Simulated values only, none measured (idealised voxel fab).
Process module name: voxel trench capacitor
Square cells of 5 nm make up the cross-section cut, whose width is 225 nm.
Cross-section layout: square cells on a grid; listed as bands, top to bottom; a band spans one or more cell rows.
Basically the band line says how high the top is and how high the bottom is, in nm, and then what's in it from left to right, every material with its width in nm. Empty space shows up as "blank", and if a single material carries "all across" it runs the full band edge to edge.
Beneath 0, the wafer as received is one material, and that level is where height counting begins. The lowest band goes on downward without a bottom; it is written like "z 0 and below".
A two-number width, for instance "30..40", indicates that the width is equal to the first number in the top row of the band and to the second number in the bottom row, and that it changes by a constant amount per row of cells.
"nothing got changed" means the step left every cell of the cross-section as it was.
Voids not open to the top, 8 cells minimum: see "Enclosed cavities". Written width x height at distance; distance is from the left edge; nm.
Past the settings on a step's line: simulator remark, on that step.
"overlay nm" answers the question of how far to the right of plan the mask lay on a step that has a mask, and when it is negative the answer is to the left.

Process steps foreseen in the plan:
1 RECEIVE, material Si
2 CONFORMAL_DEP, material SiN, thk nm 5
3 PATTERN, tone open, mask id TRENCH, material resist, width nm 30, pitch nm 55, thk nm 20, overlay nm 0
4 DIRECTIONAL_ETCH, etch materials SiN, depth nm 5
5 DIRECTIONAL_ETCH, etch materials Si, depth nm 35
6 STRIP, etch materials resist
7 CONFORMAL_DEP, material Al2O3, thk nm 5
8 CONFORMAL_DEP, material TiN, thk nm 5
9 FILL_DEP, material W, thk nm 5
10 CMP, height nm 5

First of the two wafers, run per plan:

Incoming wafer in cross-section (state: after step 1):
- z 0 and below = Si all across
- Enclosed cavities: none

Sectional view: wafer, after step 2:
- z 5 to 0 = SiN all across
- below 0: unchanged

Sectional view: wafer, after step 3:
- z 25 to 5 = resist 40; blank 30; resist 25; blank 30; resist 25; blank 30; resist 45
- below 5: unchanged

Sectional view: wafer, after step 4:
- z 25 to 5 = resist 40; blank 30; resist 25; blank 30; resist 25; blank 30; resist 45
- z 5 to 0 = SiN 40; blank 30; SiN 25; blank 30; SiN 25; blank 30; SiN 45
- below 0: unchanged

Sectional view: wafer, after step 5:
- z 25 to 5 = resist 40; blank 30; resist 25; blank 30; resist 25; blank 30; resist 45
- z 5 to 0 = SiN 40; blank 30; SiN 25; blank 30; SiN 25; blank 30; SiN 45
- z 0 to -35 = Si 40; blank 30; Si 25; blank 30; Si 25; blank 30; Si 45
- below -35: unchanged

Sectional view: wafer, after step 6:
- z 5 to 0 = SiN 40; blank 30; SiN 25; blank 30; SiN 25; blank 30; SiN 45
- below 0: unchanged

Sectional view: wafer, after step 7:
- z 10 to 5 = Al2O3 45; blank 20; Al2O3 35; blank 20; Al2O3 35; blank 20; Al2O3 50
- z 5 to 0 = SiN 40; Al2O3 5; blank 20; Al2O3 5; SiN 25; Al2O3 5; blank 20; Al2O3 5; SiN 25; Al2O3 5; blank 20; Al2O3 5; SiN 45
- z 0 to -30 = Si 40; Al2O3 5; blank 20; Al2O3 5; Si 25; Al2O3 5; blank 20; Al2O3 5; Si 25; Al2O3 5; blank 20; Al2O3 5; Si 45
- z -30 to -35 = Si 40; Al2O3 30; Si 25; Al2O3 30; Si 25; Al2O3 30; Si 45
- below -35: unchanged

Sectional view: wafer, after step 8:
- z 15 to 10 = TiN 50; blank 10; TiN 45; blank 10; TiN 45; blank 10; TiN 55
- z 10 to 5 = Al2O3 45; TiN 5; blank 10; TiN 5; Al2O3 35; TiN 5; blank 10; TiN 5; Al2O3 35; TiN 5; blank 10; TiN 5; Al2O3 50
- z 5 to 0 = SiN 40; Al2O3 5; TiN 5; blank 10; TiN 5; Al2O3 5; SiN 25; Al2O3 5; TiN 5; blank 10; TiN 5; Al2O3 5; SiN 25; Al2O3 5; TiN 5; blank 10; TiN 5; Al2O3 5; SiN 45
- z 0 to -25 = Si 40; Al2O3 5; TiN 5; blank 10; TiN 5; Al2O3 5; Si 25; Al2O3 5; TiN 5; blank 10; TiN 5; Al2O3 5; Si 25; Al2O3 5; TiN 5; blank 10; TiN 5; Al2O3 5; Si 45
- z -25 to -30 = Si 40; Al2O3 5; TiN 20; Al2O3 5; Si 25; Al2O3 5; TiN 20; Al2O3 5; Si 25; Al2O3 5; TiN 20; Al2O3 5; Si 45
- below -30: unchanged

Sectional view: wafer, after step 9:
- z 20 to 15 = W all across
- z 15 to 10 = TiN 50; W 10; TiN 45; W 10; TiN 45; W 10; TiN 55
- z 10 to 5 = Al2O3 45; TiN 5; W 10; TiN 5; Al2O3 35; TiN 5; W 10; TiN 5; Al2O3 35; TiN 5; W 10; TiN 5; Al2O3 50
- z 5 to 0 = SiN 40; Al2O3 5; TiN 5; W 10; TiN 5; Al2O3 5; SiN 25; Al2O3 5; TiN 5; W 10; TiN 5; Al2O3 5; SiN 25; Al2O3 5; TiN 5; W 10; TiN 5; Al2O3 5; SiN 45
- z 0 to -25 = Si 40; Al2O3 5; TiN 5; W 10; TiN 5; Al2O3 5; Si 25; Al2O3 5; TiN 5; W 10; TiN 5; Al2O3 5; Si 25; Al2O3 5; TiN 5; W 10; TiN 5; Al2O3 5; Si 45
- below -25: unchanged

Sectional view: wafer, after step 10:
- z 5 to 0 = SiN 40; Al2O3 5; TiN 5; W 10; TiN 5; Al2O3 5; SiN 25; Al2O3 5; TiN 5; W 10; TiN 5; Al2O3 5; SiN 25; Al2O3 5; TiN 5; W 10; TiN 5; Al2O3 5; SiN 45
- below 0: unchanged

Second wafer - shared start and plan with the first - one error in running - same as the first up to step 4 inclusive:

Second wafer profile in section, at the moment step 5 of the plan was meant to be complete:
- z 25 to 5 = resist 40; blank 30; resist 25; blank 30; resist 25; blank 30; resist 45
- z 5 to 0 = SiN 40; blank 30; SiN 25; blank 30; SiN 25; blank 30; SiN 45
- z 0 to -70 = Si 40; blank 30; Si 25; blank 30; Si 25; blank 30; Si 45
- below -70: unchanged

Second wafer profile in section, at the moment step 6 of the plan was meant to be complete:
- z 5 to 0 = SiN 40; blank 30; SiN 25; blank 30; SiN 25; blank 30; SiN 45
- below 0: unchanged

Second wafer profile in section, at the moment step 7 of the plan was meant to be complete:
- z 10 to 5 = Al2O3 45; blank 20; Al2O3 35; blank 20; Al2O3 35; blank 20; Al2O3 50
- z 5 to 0 = SiN 40; Al2O3 5; blank 20; Al2O3 5; SiN 25; Al2O3 5; blank 20; Al2O3 5; SiN 25; Al2O3 5; blank 20; Al2O3 5; SiN 45
- z 0 to -65 = Si 40; Al2O3 5; blank 20; Al2O3 5; Si 25; Al2O3 5; blank 20; Al2O3 5; Si 25; Al2O3 5; blank 20; Al2O3 5; Si 45
- z -65 to -70 = Si 40; Al2O3 30; Si 25; Al2O3 30; Si 25; Al2O3 30; Si 45
- below -70: unchanged

Second wafer profile in section, at the moment step 8 of the plan was meant to be complete:
- z 15 to 10 = TiN 50; blank 10; TiN 45; blank 10; TiN 45; blank 10; TiN 55
- z 10 to 5 = Al2O3 45; TiN 5; blank 10; TiN 5; Al2O3 35; TiN 5; blank 10; TiN 5; Al2O3 35; TiN 5; blank 10; TiN 5; Al2O3 50
- z 5 to 0 = SiN 40; Al2O3 5; TiN 5; blank 10; TiN 5; Al2O3 5; SiN 25; Al2O3 5; TiN 5; blank 10; TiN 5; Al2O3 5; SiN 25; Al2O3 5; TiN 5; blank 10; TiN 5; Al2O3 5; SiN 45
- z 0 to -60 = Si 40; Al2O3 5; TiN 5; blank 10; TiN 5; Al2O3 5; Si 25; Al2O3 5; TiN 5; blank 10; TiN 5; Al2O3 5; Si 25; Al2O3 5; TiN 5; blank 10; TiN 5; Al2O3 5; Si 45
- z -60 to -65 = Si 40; Al2O3 5; TiN 20; Al2O3 5; Si 25; Al2O3 5; TiN 20; Al2O3 5; Si 25; Al2O3 5; TiN 20; Al2O3 5; Si 45
- below -65: unchanged

Second wafer profile in section, at the moment step 9 of the plan was meant to be complete:
- z 20 to 15 = W all across
- z 15 to 10 = TiN 50; W 10; TiN 45; W 10; TiN 45; W 10; TiN 55
- z 10 to 5 = Al2O3 45; TiN 5; W 10; TiN 5; Al2O3 35; TiN 5; W 10; TiN 5; Al2O3 35; TiN 5; W 10; TiN 5; Al2O3 50
- z 5 to 0 = SiN 40; Al2O3 5; TiN 5; W 10; TiN 5; Al2O3 5; SiN 25; Al2O3 5; TiN 5; W 10; TiN 5; Al2O3 5; SiN 25; Al2O3 5; TiN 5; W 10; TiN 5; Al2O3 5; SiN 45
- z 0 to -60 = Si 40; Al2O3 5; TiN 5; W 10; TiN 5; Al2O3 5; Si 25; Al2O3 5; TiN 5; W 10; TiN 5; Al2O3 5; Si 25; Al2O3 5; TiN 5; W 10; TiN 5; Al2O3 5; Si 45
- below -60: unchanged

Second wafer profile in section, at the moment step 10 of the plan was meant to be complete:
- z 5 to 0 = SiN 40; Al2O3 5; TiN 5; W 10; TiN 5; Al2O3 5; SiN 25; Al2O3 5; TiN 5; W 10; TiN 5; Al2O3 5; SiN 25; Al2O3 5; TiN 5; W 10; TiN 5; Al2O3 5; SiN 45
- below 0: unchanged
What was done differently from what was planned? step 5 of the plan saw execution twice
Final tally in cells, some materials are higher or lower on the second wafer than on the first: 42 more of Al2O3, 126 fewer of Si, 42 more of TiN, 42 more of W
